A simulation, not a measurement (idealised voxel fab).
The process module that follows is named voxel wiring stack.
For reference, the cross-section in this document is cut, with width 190 nm and square cells of 5 nm.
We lay out every cross-section as a grid of square cells and spell it out in bands from the top down, where one band means one or more rows of cells. The entry gives the band's vertical extent as a top height and a bottom height in nm, then its horizontal make-up as materials from left to right, each with a width in nm. "air" stands for empty space; a single material marked "full width" fills the band edge to edge. For the purposes of this specification, 0 denotes the height below which the wafer in its as-received condition is composed wholly of one material, and the lowermost band, lacking a lower limit, extends downward without end, as expressed in "top 0, no bottom". Width: "30..40" (first number = top row, second number = bottom row, same change from row to row of cells). Take "everything unchanged" at face value: in the step it is given for, the cross-section changed in none of its cells. Any empty space of 8 cells or more lacking an open way to the top shows up in "Sealed-off cavities" as width x height at distance, distance from the left edge, in nm. On each step's line, the part that comes after the settings is the simulator's own comment on the step. "overlay nm" answers the question of how far to the right of plan the mask lay on a step that has a mask, and when it is negative the answer is to the left. Everything after this point is organized in pairs: a cross-section before one process step, a cross-section after it that shows only as deep as the lowest changed band, and, under the pair, the intervening step with its settings. Because different runs of this module on the same starting wafer can supply different pairs, a pair continues from the pair above it only if its entry headed "Pre-processing view" says so.
# Pre-processing view
    top 85, bottom 80 | 20 of TiN  15 of air  30 of TiN  15 of air  30 of TiN  15 of air  30 of TiN  15 of air  20 of TiN
    top 80, bottom 60 | 15 of lowk  5 of TiN  15 of air  5 of TiN  20 of lowk  5 of TiN  15 of air  5 of TiN  20 of lowk  5 of TiN  15 of air  5 of TiN  20 of lowk  5 of TiN  15 of air  5 of TiN  15 of lowk
    top 60, bottom 55 | 15 of SiN  25 of TiN  20 of SiN  25 of TiN  20 of SiN  25 of TiN  20 of SiN  25 of TiN  15 of SiN
    top 55, bottom 45 | 20 of lowk  5 of TiN  5 of W  5 of TiN  75 of lowk  5 of TiN  5 of W  5 of TiN  65 of lowk
    top 45, bottom 40 | 20 of SiCN  15 of TiN  75 of SiCN  15 of TiN  65 of SiCN
    top 40, bottom 20 | 15 of lowk  5 of TiN  15 of Cu  5 of TiN  20 of lowk  5 of TiN  15 of Cu  5 of TiN  20 of lowk  5 of TiN  15 of Cu  5 of TiN  20 of lowk  5 of TiN  15 of Cu  5 of TiN  15 of lowk
    top 20, bottom 15 | 15 of SiN  25 of TiN  20 of SiN  25 of TiN  20 of SiN  25 of TiN  20 of SiN  25 of TiN  15 of SiN
    top 15, bottom 0 | SiO2 full width
    top 0, no bottom | Si full width
    Sealed-off cavities: none
# Post-Step Snapshot
    top 95, bottom 85 | Cu full width
    top 85, bottom 80 | 20 of TiN  15 of Cu  30 of TiN  15 of Cu  30 of TiN  15 of Cu  30 of TiN  15 of Cu  20 of TiN
    top 80, bottom 60 | 15 of lowk  5 of TiN  15 of Cu  5 of TiN  20 of lowk  5 of TiN  15 of Cu  5 of TiN  20 of lowk  5 of TiN  15 of Cu  5 of TiN  20 of lowk  5 of TiN  15 of Cu  5 of TiN  15 of lowk
    Under the height 60 nothing was changed.
    Sealed-off cavities: none
Applied between the two views above: FILL_DEP: material Cu, thk nm 10
Pre-processing view: we pick up right where the pair above leaves off, with its after cross-section.
# Post-Step Snapshot
    top 80, bottom 60 | 15 of lowk  5 of TiN  15 of Cu  5 of TiN  20 of lowk  5 of TiN  15 of Cu  5 of TiN  20 of lowk  5 of TiN  15 of Cu  5 of TiN  20 of lowk  5 of TiN  15 of Cu  5 of TiN  15 of lowk
    Under the height 60 nothing was changed.
    Sealed-off cavities: none
Applied between the two views above: CMP: height nm 80
Pre-processing view: we pick up right where the pair above leaves off, with its after cross-section.
# Post-Step Snapshot
    top 85, bottom 80 | 10 of air  35 of Ru  10 of air  35 of Ru  10 of air  35 of Ru  10 of air  35 of Ru  10 of air
    Under the height 80 nothing was changed.
    Sealed-off cavities: none
Applied between the two views above: EPI: material Ru, thk nm 5
Pre-processing view: we pick up right where the pair above leaves off, with its after cross-section.
# Post-Step Snapshot
    top 90, bottom 85 | SiCN full width
    top 85, bottom 80 | 10 of SiCN  35 of Ru  10 of SiCN  35 of Ru  10 of SiCN  35 of Ru  10 of SiCN  35 of Ru  10 of SiCN
    Under the height 80 nothing was changed.
    Sealed-off cavities: none
Applied between the two views above: FILL_DEP: material SiCN, thk nm 5
# Pre-processing view
    top 60, bottom 55 | 20 of TiN  5 of air  85 of TiN  5 of air  75 of TiN
    top 55, bottom 45 | 15 of lowk  5 of TiN  5 of air  5 of TiN  75 of lowk  5 of TiN  5 of air  5 of TiN  70 of lowk
    top 45, bottom 40 | 15 of SiCN  15 of TiN  75 of SiCN  15 of TiN  70 of SiCN
    top 40, bottom 20 | 15 of lowk  5 of TiN  15 of Cu  5 of TiN  20 of lowk  5 of TiN  15 of Cu  5 of TiN  20 of lowk  5 of TiN  15 of Cu  5 of TiN  20 of lowk  5 of TiN  15 of Cu  5 of TiN  15 of lowk
    top 20, bottom 15 | 15 of SiN  25 of TiN  20 of SiN  25 of TiN  20 of SiN  25 of TiN  20 of SiN  25 of TiN  15 of SiN
    top 15, bottom 0 | SiO2 full width
    top 0, no bottom | Si full width
    Sealed-off cavities: none
# Post-Step Snapshot
    top 65, bottom 60 | lowk full width
    top 60, bottom 55 | 20 of TiN  5 of lowk  85 of TiN  5 of lowk  75 of TiN
    top 55, bottom 45 | 15 of lowk  5 of TiN  5 of lowk  5 of TiN  75 of lowk  5 of TiN  5 of lowk  5 of TiN  70 of lowk
    Under the height 45 nothing was changed.
    Sealed-off cavities: none
Applied between the two views above: FILL_DEP: material lowk, thk nm 5
Pre-processing view: we pick up right where the pair above leaves off, with its after cross-section.
# Post-Step Snapshot
    top 55, bottom 45 | 15 of lowk  5 of TiN  5 of lowk  5 of TiN  75 of lowk  5 of TiN  5 of lowk  5 of TiN  70 of lowk
    Under the height 45 nothing was changed.
    Sealed-off cavities: none
Applied between the two views above: CMP: height nm 55
Pre-processing view: we pick up right where the pair above leaves off, with its after cross-section.
# Post-Step Snapshot
    top 60, bottom 55 | SiN full width
    Under the height 55 nothing was changed.
    Sealed-off cavities: none
Applied between the two views above: CONFORMAL_DEP: material SiN, thk nm 5
Pre-processing view: we pick up right where the pair above leaves off, with its after cross-section.
# Post-Step Snapshot
    top 80, bottom 60 | lowk full width
    Under the height 60 nothing was changed.
    Sealed-off cavities: none
Applied between the two views above: DIRECTIONAL_DEP: material lowk, thk nm 20
Pre-processing view: we pick up right where the pair above leaves off, with its after cross-section.
# Post-Step Snapshot
    top 80, bottom 60 | 15 of lowk  25 of air  20 of lowk  25 of air  20 of lowk  25 of air  20 of lowk  25 of air  15 of lowk
    Under the height 60 nothing was changed.
    Sealed-off cavities: none
Applied between the two views above: MASKED_ETCH: tone open, mask id METAL_2, width nm 25, pitch nm 45, etch materials lowk, depth nm 20, overlay nm 0
Pre-processing view: we pick up right where the pair above leaves off, with its after cross-section.
# Post-Step Snapshot
    top 80, bottom 60 | 15 of lowk  25 of air  20 of lowk  25 of air  20 of lowk  25 of air  20 of lowk  25 of air  15 of lowk
    top 60, bottom 55 | 15 of SiN  25 of air  20 of SiN  25 of air  20 of SiN  25 of air  20 of SiN  25 of air  15 of SiN
    Under the height 55 nothing was changed.
    Sealed-off cavities: none
Applied between the two views above: MASKED_ETCH: tone open, mask id METAL_2, width nm 25, pitch nm 45, etch materials SiN, depth nm 5, overlay nm 0
Pre-processing view: we pick up right where the pair above leaves off, with its after cross-section.
# Post-Step Snapshot
    top 85, bottom 80 | 20 of TiN  15 of air  30 of TiN  15 of air  30 of TiN  15 of air  30 of TiN  15 of air  20 of TiN
    top 80, bottom 60 | 15 of lowk  5 of TiN  15 of air  5 of TiN  20 of lowk  5 of TiN  15 of air  5 of TiN  20 of lowk  5 of TiN  15 of air  5 of TiN  20 of lowk  5 of TiN  15 of air  5 of TiN  15 of lowk
    top 60, bottom 55 | 15 of SiN  25 of TiN  20 of SiN  25 of TiN  20 of SiN  25 of TiN  20 of SiN  25 of TiN  15 of SiN
    Under the height 55 nothing was changed.
    Sealed-off cavities: none
Applied between the two views above: CONFORMAL_DEP: material TiN, thk nm 5
Pre-processing view: we pick up right where the pair above leaves off, with its after cross-section.
# Post-Step Snapshot
    top 95, bottom 85 | Cu full width
    top 85, bottom 80 | 20 of TiN  15 of Cu  30 of TiN  15 of Cu  30 of TiN  15 of Cu  30 of TiN  15 of Cu  20 of TiN
    top 80, bottom 60 | 15 of lowk  5 of TiN  15 of Cu  5 of TiN  20 of lowk  5 of TiN  15 of Cu  5 of TiN  20 of lowk  5 of TiN  15 of Cu  5 of TiN  20 of lowk  5 of TiN  15 of Cu  5 of TiN  15 of lowk
    Under the height 60 nothing was changed.
    Sealed-off cavities: none
Applied between the two views above: FILL_DEP: material Cu, thk nm 10
Pre-processing view: we pick up right where the pair above leaves off, with its after cross-section.
# Post-Step Snapshot
    top 80, bottom 60 | 15 of lowk  5 of TiN  15 of Cu  5 of TiN  20 of lowk  5 of TiN  15 of Cu  5 of TiN  20 of lowk  5 of TiN  15 of Cu  5 of TiN  20 of lowk  5 of TiN  15 of Cu  5 of TiN  15 of lowk
    Under the height 60 nothing was changed.
    Sealed-off cavities: none
Applied between the two views above: CMP: height nm 80
Pre-processing view: we pick up right where the pair above leaves off, with its after cross-section.
# Post-Step Snapshot
    top 85, bottom 80 | 10 of air  35 of Ru  10 of air  35 of Ru  10 of air  35 of Ru  10 of air  35 of Ru  10 of air
    Under the height 80 nothing was changed.
    Sealed-off cavities: none
Applied between the two views above: EPI: material Ru, thk nm 5
Pre-processing view: we pick up right where the pair above leaves off, with its after cross-section.
# Post-Step Snapshot
    top 90, bottom 85 | SiCN full width
    top 85, bottom 80 | 10 of SiCN  35 of Ru  10 of SiCN  35 of Ru  10 of SiCN  35 of Ru  10 of SiCN  35 of Ru  10 of SiCN
    Under the height 80 nothing was changed.
    Sealed-off cavities: none
Applied between the two views above: FILL_DEP: material SiCN, thk nm 5
# Pre-processing view
    top 80, bottom 60 | lowk full width
    top 60, bottom 55 | SiN full width
    top 55, bottom 45 | 15 of lowk  5 of TiN  5 of W  5 of TiN  75 of lowk  5 of TiN  5 of W  5 of TiN  70 of lowk
    top 45, bottom 40 | 15 of SiCN  15 of TiN  75 of SiCN  15 of TiN  70 of SiCN
    top 40, bottom 20 | 15 of lowk  5 of TiN  15 of Cu  5 of TiN  20 of lowk  5 of TiN  15 of Cu  5 of TiN  20 of lowk  5 of TiN  15 of Cu  5 of TiN  20 of lowk  5 of TiN  15 of Cu  5 of TiN  15 of lowk
    top 20, bottom 15 | 15 of SiN  25 of TiN  20 of SiN  25 of TiN  20 of SiN  25 of TiN  20 of SiN  25 of TiN  15 of SiN
    top 15, bottom 0 | SiO2 full width
    top 0, no bottom | Si full width
    Sealed-off cavities: none
# Post-Step Snapshot
    top 80, bottom 60 | 15 of air  25 of lowk  20 of air  25 of lowk  20 of air  25 of lowk  20 of air  25 of lowk  15 of air
    Under the height 60 nothing was changed.
    Sealed-off cavities: none
Applied between the two views above: MASKED_ETCH: tone cover, mask id METAL_2, width nm 25, pitch nm 45, etch materials lowk, depth nm 20, overlay nm 0
Pre-processing view: we pick up right where the pair above leaves off, with its after cross-section.
# Post-Step Snapshot
    top 85, bottom 80 | 10 of air  35 of TiN  10 of air  35 of TiN  10 of air  35 of TiN  10 of air  35 of TiN  10 of air
    top 80, bottom 65 | 10 of air  5 of TiN  25 of lowk  5 of TiN  10 of air  5 of TiN  25 of lowk  5 of TiN  10 of air  5 of TiN  25 of lowk  5 of TiN  10 of air  5 of TiN  25 of lowk  5 of TiN  10 of air
    top 65, bottom 60 | 15 of TiN  25 of lowk  20 of TiN  25 of lowk  20 of TiN  25 of lowk  20 of TiN  25 of lowk  15 of TiN
    Under the height 60 nothing was changed.
    Sealed-off cavities: none
Applied between the two views above: CONFORMAL_DEP: material TiN, thk nm 5
Pre-processing view: we pick up right where the pair above leaves off, with its after cross-section.
# Post-Step Snapshot
    top 95, bottom 85 | Cu full width
    top 85, bottom 80 | 10 of Cu  35 of TiN  10 of Cu  35 of TiN  10 of Cu  35 of TiN  10 of Cu  35 of TiN  10 of Cu
    top 80, bottom 65 | 10 of Cu  5 of TiN  25 of lowk  5 of TiN  10 of Cu  5 of TiN  25 of lowk  5 of TiN  10 of Cu  5 of TiN  25 of lowk  5 of TiN  10 of Cu  5 of TiN  25 of lowk  5 of TiN  10 of Cu
    Under the height 65 nothing was changed.
    Sealed-off cavities: none
Applied between the two views above: FILL_DEP: material Cu, thk nm 10
Pre-processing view: we pick up right where the pair above leaves off, with its after cross-section.
# Post-Step Snapshot
    top 80, bottom 65 | 10 of Cu  5 of TiN  25 of lowk  5 of TiN  10 of Cu  5 of TiN  25 of lowk  5 of TiN  10 of Cu  5 of TiN  25 of lowk  5 of TiN  10 of Cu  5 of TiN  25 of lowk  5 of TiN  10 of Cu
    Under the height 65 nothing was changed.
    Sealed-off cavities: none
Applied between the two views above: CMP: height nm 80
Pre-processing view: we pick up right where the pair above leaves off, with its after cross-section.
# Post-Step Snapshot
    top 85, bottom 80 | 20 of Ru  15 of air  30 of Ru  15 of air  30 of Ru  15 of air  30 of Ru  15 of air  20 of Ru
    Under the height 80 nothing was changed.
    Sealed-off cavities: none
Applied between the two views above: EPI: material Ru, thk nm 5
Pre-processing view: we pick up right where the pair above leaves off, with its after cross-section.
# Post-Step Snapshot
    top 90, bottom 85 | SiCN full width
    top 85, bottom 80 | 20 of Ru  15 of SiCN  30 of Ru  15 of SiCN  30 of Ru  15 of SiCN  30 of Ru  15 of SiCN  20 of Ru
    Under the height 80 nothing was changed.
    Sealed-off cavities: none
Applied between the two views above: FILL_DEP: material SiCN, thk nm 5
